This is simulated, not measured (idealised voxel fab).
The process module that follows is named voxel self aligned contacts.
For reference, the cross-section in this document is cut, with width 300 nm and square cells of 5 nm.
Throughout this document, each cross-section is represented as a grid of square cells and is presented as a sequence of bands enumerated from the top downward, where a band comprises one or more rows of cells.
Quick guide to a band line: top height, bottom height (nm) up front; then every material left to right with its width in nm. Only one material and it's marked "edge to edge"? Then it fills the band edge to edge. And "blank" just means empty space.
Basically, 0 is our baseline, since under it the wafer straight out of the box is all one material. The bottom band has no lower end and keeps on going down, so it looks like "0..down".
Read "30..40" as a graded width: first number on top, second number at the bottom, same change between each pair of neighbouring rows.
Key: "same as before" - step with no changed cell in the cross-section.
"Closed cavities" means: voids of 8 cells or more that are shut off from the top with no open way through. Written width x height at distance, distance from the left edge, in nm.
It should be noted that, on the line of a given step, the content following the step's settings is a remark produced by the simulator itself with respect to that step.
The "overlay nm" setting may appear on a step's line; for a step that uses a mask, it gives how far to the right of its planned position the mask lay, and a negative value indicates the left.
PLANNED PROCESS STEPS
1: RECEIVE with material Si
2: CONFORMAL_DEP with material SiO2, thk nm 5
3: DIRECTIONAL_DEP with material polySi, thk nm 25
4: DIRECTIONAL_DEP with material SiN, thk nm 20
5: DIRECTIONAL_DEP with material aC, thk nm 10
6: PATTERN with tone cover, mask id GATE, material resist, width nm 25, pitch nm 55, thk nm 30, overlay nm 0
7: DIRECTIONAL_ETCH with etch materials aC, depth nm 10
8: STRIP with etch materials resist
9: DIRECTIONAL_ETCH with etch materials SiN, depth nm 20
10: DIRECTIONAL_ETCH with etch materials polySi, depth nm 25
11: STRIP with etch materials aC
12: CONFORMAL_DEP with material SiN, thk nm 5
13: DIRECTIONAL_ETCH with etch materials SiN, depth nm 5
14: FILL_DEP with material SiO2, thk nm 10
15: CMP with height nm 55
16: MASKED_ETCH with tone open, mask id CONTACT, width nm 40, pitch nm 55, etch materials SiO2, depth nm 55, overlay nm 0
17: CONFORMAL_DEP with material TiN, thk nm 5
18: FILL_DEP with material W, thk nm 5
19: CMP with height nm 55
20: CONFORMAL_DEP with material SiCN, thk nm 5
THE FIRST OF A SET OF TWO WAFERS, RUN TO PLAN
CROSS-SECTION OF THE WAFER AT RECEIPT, WHICH IS THE CONDITION AFTER STEP 1
0..down = Si edge to edge
Closed cavities: none
AFTER STEP 2
5..0 = SiO2 edge to edge
Beneath the level 0, the cross-section is identical to its previous state.
AFTER STEP 3
30..5 = polySi edge to edge
Beneath the level 5, the cross-section is identical to its previous state.
AFTER STEP 4
50..30 = SiN edge to edge
Beneath the level 30, the cross-section is identical to its previous state.
AFTER STEP 5
60..50 = aC edge to edge
Beneath the level 50, the cross-section is identical to its previous state.
AFTER STEP 6
90..60 = 80 of blank / 25 of resist / 30 of blank / 25 of resist / 30 of blank / 25 of resist / 85 of blank
Beneath the level 60, the cross-section is identical to its previous state.
AFTER STEP 7
80..60 = 80 of blank / 25 of resist / 30 of blank / 25 of resist / 30 of blank / 25 of resist / 85 of blank
60..50 = 80 of blank / 25 of aC / 30 of blank / 25 of aC / 30 of blank / 25 of aC / 85 of blank
Beneath the level 50, the cross-section is identical to its previous state.
AFTER STEP 8
60..50 = 80 of blank / 25 of aC / 30 of blank / 25 of aC / 30 of blank / 25 of aC / 85 of blank
Beneath the level 50, the cross-section is identical to its previous state.
AFTER STEP 9
60..50 = 80 of blank / 25 of aC / 30 of blank / 25 of aC / 30 of blank / 25 of aC / 85 of blank
50..30 = 80 of blank / 25 of SiN / 30 of blank / 25 of SiN / 30 of blank / 25 of SiN / 85 of blank
Beneath the level 30, the cross-section is identical to its previous state.
AFTER STEP 10
60..50 = 80 of blank / 25 of aC / 30 of blank / 25 of aC / 30 of blank / 25 of aC / 85 of blank
50..30 = 80 of blank / 25 of SiN / 30 of blank / 25 of SiN / 30 of blank / 25 of SiN / 85 of blank
30..5 = 80 of blank / 25 of polySi / 30 of blank / 25 of polySi / 30 of blank / 25 of polySi / 85 of blank
Beneath the level 5, the cross-section is identical to its previous state.
AFTER STEP 11
50..30 = 80 of blank / 25 of SiN / 30 of blank / 25 of SiN / 30 of blank / 25 of SiN / 85 of blank
Beneath the level 30, the cross-section is identical to its previous state.
AFTER STEP 12
55..30 = 75 of blank / 35 of SiN / 20 of blank / 35 of SiN / 20 of blank / 35 of SiN / 80 of blank
30..10 = 75 of blank / 5 of SiN / 25 of polySi / 5 of SiN / 20 of blank / 5 of SiN / 25 of polySi / 5 of SiN / 20 of blank / 5 of SiN / 25 of polySi / 5 of SiN / 80 of blank
10..5 = 80 of SiN / 25 of polySi / 30 of SiN / 25 of polySi / 30 of SiN / 25 of polySi / 85 of SiN
Beneath the level 5, the cross-section is identical to its previous state.
AFTER STEP 13
50..30 = 75 of blank / 35 of SiN / 20 of blank / 35 of SiN / 20 of blank / 35 of SiN / 80 of blank
30..5 = 75 of blank / 5 of SiN / 25 of polySi / 5 of SiN / 20 of blank / 5 of SiN / 25 of polySi / 5 of SiN / 20 of blank / 5 of SiN / 25 of polySi / 5 of SiN / 80 of blank
Beneath the level 5, the cross-section is identical to its previous state.
AFTER STEP 14
60..50 = SiO2 edge to edge
50..30 = 75 of SiO2 / 35 of SiN / 20 of SiO2 / 35 of SiN / 20 of SiO2 / 35 of SiN / 80 of SiO2
30..5 = 75 of SiO2 / 5 of SiN / 25 of polySi / 5 of SiN / 20 of SiO2 / 5 of SiN / 25 of polySi / 5 of SiN / 20 of SiO2 / 5 of SiN / 25 of polySi / 5 of SiN / 80 of SiO2
Beneath the level 5, the cross-section is identical to its previous state.
AFTER STEP 15
55..50 = SiO2 edge to edge
Beneath the level 50, the cross-section is identical to its previous state.
AFTER STEP 16
55..50 = 100 of SiO2 / 40 of blank / 15 of SiO2 / 40 of blank / 105 of SiO2
50..30 = 75 of SiO2 / 35 of SiN / 20 of blank / 35 of SiN / 20 of blank / 35 of SiN / 80 of SiO2
30..5 = 75 of SiO2 / 5 of SiN / 25 of polySi / 5 of SiN / 20 of blank / 5 of SiN / 25 of polySi / 5 of SiN / 20 of blank / 5 of SiN / 25 of polySi / 5 of SiN / 80 of SiO2
5..0 = 110 of SiO2 / 20 of blank / 35 of SiO2 / 20 of blank / 115 of SiO2
Beneath the level 0, the cross-section is identical to its previous state.
AFTER STEP 17
60..55 = 105 of TiN / 30 of blank / 25 of TiN / 30 of blank / 110 of TiN
55..50 = 100 of SiO2 / 15 of TiN / 10 of blank / 15 of TiN / 15 of SiO2 / 15 of TiN / 10 of blank / 15 of TiN / 105 of SiO2
50..30 = 75 of SiO2 / 35 of SiN / 5 of TiN / 10 of blank / 5 of TiN / 35 of SiN / 5 of TiN / 10 of blank / 5 of TiN / 35 of SiN / 80 of SiO2
30..5 = 75 of SiO2 / 5 of SiN / 25 of polySi / 5 of SiN / 5 of TiN / 10 of blank / 5 of TiN / 5 of SiN / 25 of polySi / 5 of SiN / 5 of TiN / 10 of blank / 5 of TiN / 5 of SiN / 25 of polySi / 5 of SiN / 80 of SiO2
5..0 = 110 of SiO2 / 20 of TiN / 35 of SiO2 / 20 of TiN / 115 of SiO2
Beneath the level 0, the cross-section is identical to its previous state.
AFTER STEP 18
65..60 = W edge to edge
60..55 = 105 of TiN / 30 of W / 25 of TiN / 30 of W / 110 of TiN
55..50 = 100 of SiO2 / 15 of TiN / 10 of W / 15 of TiN / 15 of SiO2 / 15 of TiN / 10 of W / 15 of TiN / 105 of SiO2
50..30 = 75 of SiO2 / 35 of SiN / 5 of TiN / 10 of W / 5 of TiN / 35 of SiN / 5 of TiN / 10 of W / 5 of TiN / 35 of SiN / 80 of SiO2
30..5 = 75 of SiO2 / 5 of SiN / 25 of polySi / 5 of SiN / 5 of TiN / 10 of W / 5 of TiN / 5 of SiN / 25 of polySi / 5 of SiN / 5 of TiN / 10 of W / 5 of TiN / 5 of SiN / 25 of polySi / 5 of SiN / 80 of SiO2
Beneath the level 5, the cross-section is identical to its previous state.
AFTER STEP 19
55..50 = 100 of SiO2 / 15 of TiN / 10 of W / 15 of TiN / 15 of SiO2 / 15 of TiN / 10 of W / 15 of TiN / 105 of SiO2
Beneath the level 50, the cross-section is identical to its previous state.
AFTER STEP 20
60..55 = SiCN edge to edge
Beneath the level 55, the cross-section is identical to its previous state.
THE SECOND WAFER WAS PREPARED FROM THE SAME STARTING POINT AND UNDER THE SAME PLAN AS THE FIRST; ITS PROCESSING CONTAINED ONE MISTAKE, AND IT REMAINS INDISTINGUISHABLE FROM THE FIRST WAFER UP TO AND INCLUDING STEP 2
THE SECOND WAFER CUT THROUGH, AT THE TIME STEP 3 WAS SUPPOSED TO BE FINISHED
25..5 = SiN edge to edge
Beneath the level 5, the cross-section is identical to its previous state.
THE SECOND WAFER CUT THROUGH, AT THE TIME STEP 4 WAS SUPPOSED TO BE FINISHED
50..25 = polySi edge to edge
Beneath the level 25, the cross-section is identical to its previous state.
THE SECOND WAFER CUT THROUGH, AT THE TIME STEP 5 WAS SUPPOSED TO BE FINISHED
60..50 = aC edge to edge
Beneath the level 50, the cross-section is identical to its previous state.
THE SECOND WAFER CUT THROUGH, AT THE TIME STEP 6 WAS SUPPOSED TO BE FINISHED
90..60 = 80 of blank / 25 of resist / 30 of blank / 25 of resist / 30 of blank / 25 of resist / 85 of blank
Beneath the level 60, the cross-section is identical to its previous state.
THE SECOND WAFER CUT THROUGH, AT THE TIME STEP 7 WAS SUPPOSED TO BE FINISHED
80..60 = 80 of blank / 25 of resist / 30 of blank / 25 of resist / 30 of blank / 25 of resist / 85 of blank
60..50 = 80 of blank / 25 of aC / 30 of blank / 25 of aC / 30 of blank / 25 of aC / 85 of blank
Beneath the level 50, the cross-section is identical to its previous state.
THE SECOND WAFER CUT THROUGH, AT THE TIME STEP 8 WAS SUPPOSED TO BE FINISHED
60..50 = 80 of blank / 25 of aC / 30 of blank / 25 of aC / 30 of blank / 25 of aC / 85 of blank
Beneath the level 50, the cross-section is identical to its previous state.
The second wafer cut through, at the time step 9 was supposed to be finished: same as before
THE SECOND WAFER CUT THROUGH, AT THE TIME STEP 10 WAS SUPPOSED TO BE FINISHED
60..50 = 80 of blank / 25 of aC / 30 of blank / 25 of aC / 30 of blank / 25 of aC / 85 of blank
50..25 = 80 of blank / 25 of polySi / 30 of blank / 25 of polySi / 30 of blank / 25 of polySi / 85 of blank
Beneath the level 25, the cross-section is identical to its previous state.
THE SECOND WAFER CUT THROUGH, AT THE TIME STEP 11 WAS SUPPOSED TO BE FINISHED
50..25 = 80 of blank / 25 of polySi / 30 of blank / 25 of polySi / 30 of blank / 25 of polySi / 85 of blank
Beneath the level 25, the cross-section is identical to its previous state.
THE SECOND WAFER CUT THROUGH, AT THE TIME STEP 12 WAS SUPPOSED TO BE FINISHED
55..50 = 75 of blank / 35 of SiN / 20 of blank / 35 of SiN / 20 of blank / 35 of SiN / 80 of blank
50..30 = 75 of blank / 5 of SiN / 25 of polySi / 5 of SiN / 20 of blank / 5 of SiN / 25 of polySi / 5 of SiN / 20 of blank / 5 of SiN / 25 of polySi / 5 of SiN / 80 of blank
30..25 = 80 of SiN / 25 of polySi / 30 of SiN / 25 of polySi / 30 of SiN / 25 of polySi / 85 of SiN
Beneath the level 25, the cross-section is identical to its previous state.
THE SECOND WAFER CUT THROUGH, AT THE TIME STEP 13 WAS SUPPOSED TO BE FINISHED
50..25 = 75 of blank / 5 of SiN / 25 of polySi / 5 of SiN / 20 of blank / 5 of SiN / 25 of polySi / 5 of SiN / 20 of blank / 5 of SiN / 25 of polySi / 5 of SiN / 80 of blank
Beneath the level 25, the cross-section is identical to its previous state.
THE SECOND WAFER CUT THROUGH, AT THE TIME STEP 14 WAS SUPPOSED TO BE FINISHED
60..50 = SiO2 edge to edge
50..25 = 75 of SiO2 / 5 of SiN / 25 of polySi / 5 of SiN / 20 of SiO2 / 5 of SiN / 25 of polySi / 5 of SiN / 20 of SiO2 / 5 of SiN / 25 of polySi / 5 of SiN / 80 of SiO2
Beneath the level 25, the cross-section is identical to its previous state.
THE SECOND WAFER CUT THROUGH, AT THE TIME STEP 15 WAS SUPPOSED TO BE FINISHED
55..50 = SiO2 edge to edge
Beneath the level 50, the cross-section is identical to its previous state.
THE SECOND WAFER CUT THROUGH, AT THE TIME STEP 16 WAS SUPPOSED TO BE FINISHED
55..50 = 100 of SiO2 / 40 of blank / 15 of SiO2 / 40 of blank / 105 of SiO2
50..25 = 75 of SiO2 / 5 of SiN / 25 of polySi / 5 of SiN / 20 of blank / 5 of SiN / 25 of polySi / 5 of SiN / 20 of blank / 5 of SiN / 25 of polySi / 5 of SiN / 80 of SiO2
Beneath the level 25, the cross-section is identical to its previous state.
THE SECOND WAFER CUT THROUGH, AT THE TIME STEP 17 WAS SUPPOSED TO BE FINISHED
60..55 = 105 of TiN / 30 of blank / 25 of TiN / 30 of blank / 110 of TiN
55..50 = 100 of SiO2 / 15 of TiN / 10 of blank / 15 of TiN / 15 of SiO2 / 15 of TiN / 10 of blank / 15 of TiN / 105 of SiO2
50..30 = 75 of SiO2 / 5 of SiN / 25 of polySi / 5 of SiN / 5 of TiN / 10 of blank / 5 of TiN / 5 of SiN / 25 of polySi / 5 of SiN / 5 of TiN / 10 of blank / 5 of TiN / 5 of SiN / 25 of polySi / 5 of SiN / 80 of SiO2
30..25 = 75 of SiO2 / 5 of SiN / 25 of polySi / 5 of SiN / 20 of TiN / 5 of SiN / 25 of polySi / 5 of SiN / 20 of TiN / 5 of SiN / 25 of polySi / 5 of SiN / 80 of SiO2
Beneath the level 25, the cross-section is identical to its previous state.
THE SECOND WAFER CUT THROUGH, AT THE TIME STEP 18 WAS SUPPOSED TO BE FINISHED
65..60 = W edge to edge
60..55 = 105 of TiN / 30 of W / 25 of TiN / 30 of W / 110 of TiN
55..50 = 100 of SiO2 / 15 of TiN / 10 of W / 15 of TiN / 15 of SiO2 / 15 of TiN / 10 of W / 15 of TiN / 105 of SiO2
50..30 = 75 of SiO2 / 5 of SiN / 25 of polySi / 5 of SiN / 5 of TiN / 10 of W / 5 of TiN / 5 of SiN / 25 of polySi / 5 of SiN / 5 of TiN / 10 of W / 5 of TiN / 5 of SiN / 25 of polySi / 5 of SiN / 80 of SiO2
Beneath the level 30, the cross-section is identical to its previous state.
THE SECOND WAFER CUT THROUGH, AT THE TIME STEP 19 WAS SUPPOSED TO BE FINISHED
55..50 = 100 of SiO2 / 15 of TiN / 10 of W / 15 of TiN / 15 of SiO2 / 15 of TiN / 10 of W / 15 of TiN / 105 of SiO2
Beneath the level 50, the cross-section is identical to its previous state.
THE SECOND WAFER CUT THROUGH, AT THE TIME STEP 20 WAS SUPPOSED TO BE FINISHED
60..55 = SiCN edge to edge
Beneath the level 55, the cross-section is identical to its previous state.
Want to know what went wrong? swap of plan steps 3 and 4 during execution
Cell-count delta at end, second wafer over first, by material: 156 more of SiN | 116 fewer of SiO2 | 20 fewer of TiN | 20 fewer of W
